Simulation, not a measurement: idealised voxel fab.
Process module heading - voxel tone inversion
Each square cell in cross-section cut measures 5 nm, and the section as a whole is 235 nm wide.
A cross-section is written here as square cells arranged in a grid, and it is given in bands from the top down, each band taking up one or more rows of cells. First you get the band's top height and its bottom height, in nm, and then the materials it's made of, left to right, with each width in nm. If you see a single material with "full width", that one covers the band edge to edge. "blank" is empty space. All heights in this document are referenced to 0, defined as the level beneath which the wafer, as received, consists entirely of one material. The lowest band is not bounded below; it extends indefinitely downward and is written in the form "z 0 and below". A width such as "30->40" changes by the same amount from each row of cells to the next, from the band's top row to its bottom row. Where a step carries "stayed the same", the cross-section came out of it unchanged, cell for cell. Voids not open to the top, 8 cells minimum: see "Enclosed void entries". Written width x height at distance; distance is from the left edge; nm. Where a step's line continues beyond its settings, the continuation is a remark by the simulator itself on that step. overlay nm: right-of-plan distance of the mask on a masked step; negative values mean left-of-plan.

**These are the steps we planned for the process**
step 1: op RECEIVE | material Si
step 2: op CONFORMAL_DEP | material SiCN | thk nm 5
step 3: op DIRECTIONAL_DEP | material aC | thk nm 15
step 4: op PATTERN | tone cover | mask id POSTS | material resist | width nm 20 | pitch nm 45 | thk nm 25 | overlay nm 0
step 5: op DIRECTIONAL_ETCH | etch materials aC | depth nm 15
step 6: op STRIP | etch materials resist
step 7: op FILL_DEP | material SiO2 | thk nm 5
step 8: op CMP | height nm 20
step 9: op STRIP | etch materials aC
step 10: op CONFORMAL_DEP | material TiN | thk nm 5
step 11: op FILL_DEP | material W | thk nm 10
step 12: op CMP | height nm 20
step 13: op CONFORMAL_DEP | material SiN | thk nm 5

**First wafer out of two, processed as planned**

**Incoming wafer in cross-section (state: after step 1)**
z 0 and below = Si full width
Enclosed void entries: none

**Step 2 done - wafer cross-section**
z 5 to 0 = SiCN full width
below 0: unchanged

**Step 3 done - wafer cross-section**
z 20 to 5 = aC full width
below 5: unchanged

**Step 4 done - wafer cross-section**
z 45 to 20 = blank: 85; resist: 20; blank: 25; resist: 20; blank: 85
below 20: unchanged

**Step 5 done - wafer cross-section**
z 30 to 20 = blank: 85; resist: 20; blank: 25; resist: 20; blank: 85
z 20 to 5 = blank: 85; aC: 20; blank: 25; aC: 20; blank: 85
below 5: unchanged

**Step 6 done - wafer cross-section**
z 20 to 5 = blank: 85; aC: 20; blank: 25; aC: 20; blank: 85
below 5: unchanged

**Step 7 done - wafer cross-section**
z 25 to 20 = SiO2 full width
z 20 to 5 = SiO2: 85; aC: 20; SiO2: 25; aC: 20; SiO2: 85
below 5: unchanged

**Step 8 done - wafer cross-section**
z 20 to 5 = SiO2: 85; aC: 20; SiO2: 25; aC: 20; SiO2: 85
below 5: unchanged

**Step 9 done - wafer cross-section**
z 20 to 5 = SiO2: 85; blank: 20; SiO2: 25; blank: 20; SiO2: 85
below 5: unchanged

**Step 10 done - wafer cross-section**
z 25 to 20 = TiN: 90; blank: 10; TiN: 35; blank: 10; TiN: 90
z 20 to 10 = SiO2: 85; TiN: 5; blank: 10; TiN: 5; SiO2: 25; TiN: 5; blank: 10; TiN: 5; SiO2: 85
z 10 to 5 = SiO2: 85; TiN: 20; SiO2: 25; TiN: 20; SiO2: 85
below 5: unchanged

**Step 11 done - wafer cross-section**
z 35 to 25 = W full width
z 25 to 20 = TiN: 90; W: 10; TiN: 35; W: 10; TiN: 90
z 20 to 10 = SiO2: 85; TiN: 5; W: 10; TiN: 5; SiO2: 25; TiN: 5; W: 10; TiN: 5; SiO2: 85
below 10: unchanged

**Step 12 done - wafer cross-section**
z 20 to 10 = SiO2: 85; TiN: 5; W: 10; TiN: 5; SiO2: 25; TiN: 5; W: 10; TiN: 5; SiO2: 85
below 10: unchanged

**Step 13 done - wafer cross-section**
z 25 to 20 = SiN full width
below 20: unchanged

**Second wafer. Start and plan as for the first. One mistake made in running. Agrees with the first up to and including step 1**

The second wafer in cross-section, at the planned close of step 2: stayed the same

**The second wafer in cross-section, at the planned close of step 3**
z 15 to 0 = aC full width
below 0: unchanged

**The second wafer in cross-section, at the planned close of step 4**
z 40 to 15 = blank: 85; resist: 20; blank: 25; resist: 20; blank: 85
below 15: unchanged

**The second wafer in cross-section, at the planned close of step 5**
z 25 to 15 = blank: 85; resist: 20; blank: 25; resist: 20; blank: 85
z 15 to 0 = blank: 85; aC: 20; blank: 25; aC: 20; blank: 85
below 0: unchanged

**The second wafer in cross-section, at the planned close of step 6**
z 15 to 0 = blank: 85; aC: 20; blank: 25; aC: 20; blank: 85
below 0: unchanged

**The second wafer in cross-section, at the planned close of step 7**
z 20 to 15 = SiO2 full width
z 15 to 0 = SiO2: 85; aC: 20; SiO2: 25; aC: 20; SiO2: 85
below 0: unchanged

The second wafer in cross-section, at the planned close of step 8: stayed the same

The second wafer in cross-section, at the planned close of step 9: stayed the same

**The second wafer in cross-section, at the planned close of step 10**
z 25 to 20 = TiN full width
below 20: unchanged

**The second wafer in cross-section, at the planned close of step 11**
z 35 to 25 = W full width
below 25: unchanged

**The second wafer in cross-section, at the planned close of step 12**
z 20 to 15 = SiO2 full width
below 15: unchanged

**The second wafer in cross-section, at the planned close of step 13**
z 25 to 20 = SiN full width
below 20: unchanged
In executing the process, a mistake was made relative to the plan: step 2 of the plan was bypassed and not carried out
Count the cells at the end and the second wafer has more or fewer of some materials than the first: SiCN -47 | SiO2 +47 | TiN -16 | W -8 | aC +24
